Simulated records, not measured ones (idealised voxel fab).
process module | voxel transistor to metal
In the cross-section labelled cut, the width is 285 nm and each square cell is 5 nm.
Bands, listed from the top down, are how a cross-section gets written in this document; the cross-section itself is a grid of square cells, and a band is one or more rows of them.
Top height, bottom height, nm. Materials left to right, width each, nm. Single material + "edge to edge" = fills band edge to edge. "blank" = empty.
Height is counted from the level 0, under which the received wafer is composed throughout of one material. The lowest of the bands is not closed at the bottom but continues downward, in the notation "top 0, no bottom".
Graded width ("30 to 40"): value in top row of band = first number; value in bottom row = second number; row-to-row change constant.
No cell of the cross-section changed in a step that is given as "no modifications".
The label "Closed cavities" introduces a list of the empty spaces, 8 cells or larger, that have no open way up to the top; each entry in it reads width x height at distance, where the distance is taken from the left edge and all three are stated in nm.
If you see something after the settings on a step's line, that's the simulator's own remark about that step.
The "overlay nm" setting may appear on a step's line; for a step that uses a mask, it gives how far to the right of its planned position the mask lay, and a negative value indicates the left.
These are the steps we planned for the process
1,RECEIVE: material Si
2,OXIDIZE: depth nm 5
3,CONFORMAL_DEP: material SiN, thk nm 15
4,DIRECTIONAL_DEP: material aC, thk nm 15
5,PATTERN: tone cover, mask id ACTIVE, material resist, width nm 100, pitch nm 120, thk nm 35, overlay nm 0
6,DIRECTIONAL_ETCH: etch materials aC, depth nm 15
7,STRIP: etch materials resist
8,DIRECTIONAL_ETCH: etch materials SiN, depth nm 15
9,DIRECTIONAL_ETCH: etch materials SiO2, depth nm 5
10,DIRECTIONAL_ETCH: etch materials Si, depth nm 30
11,STRIP: etch materials aC
12,OXIDIZE: depth nm 5
13,FILL_DEP: material SiO2, thk nm 15
14,CMP: height nm 15
15,SELECTIVE_ETCH: etch materials SiO2, depth nm 10
16,STRIP: etch materials SiN
17,SELECTIVE_ETCH: etch materials SiO2, depth nm 5
18,OXIDIZE: depth nm 5
19,DIRECTIONAL_DEP: material polySi, thk nm 30
20,DIRECTIONAL_DEP: material SiCN, thk nm 10
21,MASKED_ETCH: tone cover, mask id GATE, width nm 30, pitch nm 120, etch materials SiCN, depth nm 20, overlay nm 0
22,MASKED_ETCH: tone cover, mask id GATE, width nm 30, pitch nm 120, etch materials polySi, depth nm 40, overlay nm 0
23,CONFORMAL_DEP: material SiO2, thk nm 5
24,DIRECTIONAL_ETCH: etch materials SiO2, depth nm 5
25,CONFORMAL_DEP: material SiN, thk nm 5
26,DIRECTIONAL_ETCH: etch materials SiN, depth nm 5
27,DIRECTIONAL_ETCH: etch materials SiO2, depth nm 5
28,DIRECTIONAL_ETCH: etch materials Si, depth nm 5
29,EPI: material SiGe, thk nm 5
30,FILL_DEP: material SiO2, thk nm 10
31,CMP: height nm 25
32,STRIP: etch materials polySi
33,SELECTIVE_ETCH: etch materials SiO2, depth nm 5
34,CONFORMAL_DEP: material HfO2, thk nm 5
35,CONFORMAL_DEP: material TiN, thk nm 5
36,FILL_DEP: material W, thk nm 10
37,CMP: height nm 20
38,DIRECTIONAL_DEP: material SiO2, thk nm 15
39,PATTERN: tone open, mask id CONTACT, material resist, width nm 15, thk nm 15, overlay nm 0
40,DIRECTIONAL_ETCH: etch materials SiO2, depth nm 45
41,STRIP: etch materials resist
42,CONFORMAL_DEP: material TiN, thk nm 5
43,FILL_DEP: material W, thk nm 5
44,CMP: height nm 35
45,DIRECTIONAL_DEP: material TiN, thk nm 5
46,DIRECTIONAL_DEP: material Ru, thk nm 25
47,MASKED_ETCH: tone cover, mask id METAL_1, width nm 15, etch materials Ru, depth nm 25, overlay nm 0
48,MASKED_ETCH: tone cover, mask id METAL_1, width nm 15, etch materials TiN, depth nm 5, overlay nm 0
49,FILL_DEP: material SiO2, thk nm 5
50,CMP: height nm 65
51,CONFORMAL_DEP: material SiN, thk nm 5
Here's what the wafer looked like in cross-section when it arrived - that's after step 1
top 0, no bottom | Si edge to edge
Closed cavities: none
Cross-section, first of two wafers, end of module, run as planned
top 70, bottom 65 | SiN edge to edge
top 65, bottom 40 | 35 SiO2 / 15 Ru / 60 SiO2 / 15 Ru / 30 SiO2 / 15 Ru / 60 SiO2 / 15 Ru / 40 SiO2
top 40, bottom 35 | 35 SiO2 / 15 TiN / 60 SiO2 / 15 TiN / 30 SiO2 / 15 TiN / 60 SiO2 / 15 TiN / 40 SiO2
top 35, bottom 20 | 35 SiO2 / 5 TiN / 5 W / 5 TiN / 60 SiO2 / 5 TiN / 5 W / 5 TiN / 30 SiO2 / 5 TiN / 5 W / 5 TiN / 60 SiO2 / 5 TiN / 5 W / 5 TiN / 40 SiO2
top 20, bottom 0 | 35 SiO2 / 5 TiN / 5 W / 5 TiN / 5 SiO2 / 5 SiN / 5 HfO2 / 5 TiN / 20 W / 5 TiN / 5 HfO2 / 5 SiN / 5 SiO2 / 5 TiN / 5 W / 5 TiN / 30 SiO2 / 5 TiN / 5 W / 5 TiN / 5 SiO2 / 5 SiN / 5 HfO2 / 5 TiN / 20 W / 5 TiN / 5 HfO2 / 5 SiN / 5 SiO2 / 5 TiN / 5 W / 5 TiN / 40 SiO2
top 0, bottom -5 | 30 SiO2 / 5 SiN / 5 TiN / 5 W / 5 TiN / 5 SiO2 / 5 SiN / 5 HfO2 / 30 TiN / 5 HfO2 / 5 SiN / 5 SiO2 / 5 TiN / 5 W / 5 TiN / 5 SiN / 20 SiO2 / 5 SiN / 5 TiN / 5 W / 5 TiN / 5 SiO2 / 5 SiN / 5 HfO2 / 30 TiN / 5 HfO2 / 5 SiN / 5 SiO2 / 5 TiN / 5 W / 5 TiN / 5 SiN / 35 SiO2
top -5, bottom -10 | 35 SiO2 / 15 TiN / 5 SiGe / 5 SiO2 / 40 HfO2 / 5 SiO2 / 5 SiGe / 15 TiN / 30 SiO2 / 15 TiN / 5 SiGe / 5 SiO2 / 40 HfO2 / 5 SiO2 / 5 SiGe / 15 TiN / 40 SiO2
top -10, bottom -15 | 35 SiO2 / 20 SiGe / 50 Si / 20 SiGe / 30 SiO2 / 20 SiGe / 50 Si / 20 SiGe / 40 SiO2
top -15, bottom -40 | 35 SiO2 / 90 Si / 30 SiO2 / 90 Si / 40 SiO2
top -40, no bottom | Si edge to edge
Closed cavities: none
Here is the second of the two wafers cut open at the end of the module - same start, same plan as the first one, but we made one mistake running it
top 70, bottom 65 | SiN edge to edge
top 65, bottom 40 | 35 SiO2 / 15 Ru / 60 SiO2 / 15 Ru / 30 SiO2 / 15 Ru / 60 SiO2 / 15 Ru / 40 SiO2
top 40, bottom 35 | 35 SiO2 / 15 TiN / 60 SiO2 / 15 TiN / 30 SiO2 / 15 TiN / 60 SiO2 / 15 TiN / 40 SiO2
top 35, bottom 20 | 35 SiO2 / 5 TiN / 5 W / 5 TiN / 60 SiO2 / 5 TiN / 5 W / 5 TiN / 30 SiO2 / 5 TiN / 5 W / 5 TiN / 60 SiO2 / 5 TiN / 5 W / 5 TiN / 40 SiO2
top 20, bottom 10 | 35 SiO2 / 5 TiN / 5 W / 5 TiN / 5 SiO2 / 5 SiN / 5 HfO2 / 5 TiN / 20 W / 5 TiN / 5 HfO2 / 5 SiN / 5 SiO2 / 5 TiN / 5 W / 5 TiN / 30 SiO2 / 5 TiN / 5 W / 5 TiN / 5 SiO2 / 5 SiN / 5 HfO2 / 5 TiN / 20 W / 5 TiN / 5 HfO2 / 5 SiN / 5 SiO2 / 5 TiN / 5 W / 5 TiN / 40 SiO2
top 10, bottom 5 | 35 SiO2 / 15 TiN / 5 SiO2 / 5 SiN / 5 HfO2 / 5 TiN / 20 W / 5 TiN / 5 HfO2 / 5 SiN / 5 SiO2 / 15 TiN / 30 SiO2 / 15 TiN / 5 SiO2 / 5 SiN / 5 HfO2 / 5 TiN / 20 W / 5 TiN / 5 HfO2 / 5 SiN / 5 SiO2 / 15 TiN / 40 SiO2
top 5, bottom 0 | 55 SiO2 / 5 SiN / 5 HfO2 / 5 TiN / 20 W / 5 TiN / 5 HfO2 / 5 SiN / 70 SiO2 / 5 SiN / 5 HfO2 / 5 TiN / 20 W / 5 TiN / 5 HfO2 / 5 SiN / 60 SiO2
top 0, bottom -5 | 30 SiO2 / 5 SiN / 20 SiO2 / 5 SiN / 5 HfO2 / 30 TiN / 5 HfO2 / 5 SiN / 20 SiO2 / 5 SiN / 20 SiO2 / 5 SiN / 20 SiO2 / 5 SiN / 5 HfO2 / 30 TiN / 5 HfO2 / 5 SiN / 20 SiO2 / 5 SiN / 35 SiO2
top -5, bottom -10 | 50 SiO2 / 5 SiGe / 5 SiO2 / 40 HfO2 / 5 SiO2 / 5 SiGe / 60 SiO2 / 5 SiGe / 5 SiO2 / 40 HfO2 / 5 SiO2 / 5 SiGe / 55 SiO2
top -10, bottom -15 | 35 SiO2 / 20 SiGe / 50 Si / 20 SiGe / 30 SiO2 / 20 SiGe / 50 Si / 20 SiGe / 40 SiO2
top -15, bottom -40 | 35 SiO2 / 90 Si / 30 SiO2 / 90 Si / 40 SiO2
top -40, no bottom | Si edge to edge
Closed cavities: none
Misprocessing identified: step 38 of the plan was executed twice over
Counted in cells at the end, the second wafer holds more or fewer of these materials than the first: SiO2 +36; TiN -24; W -12
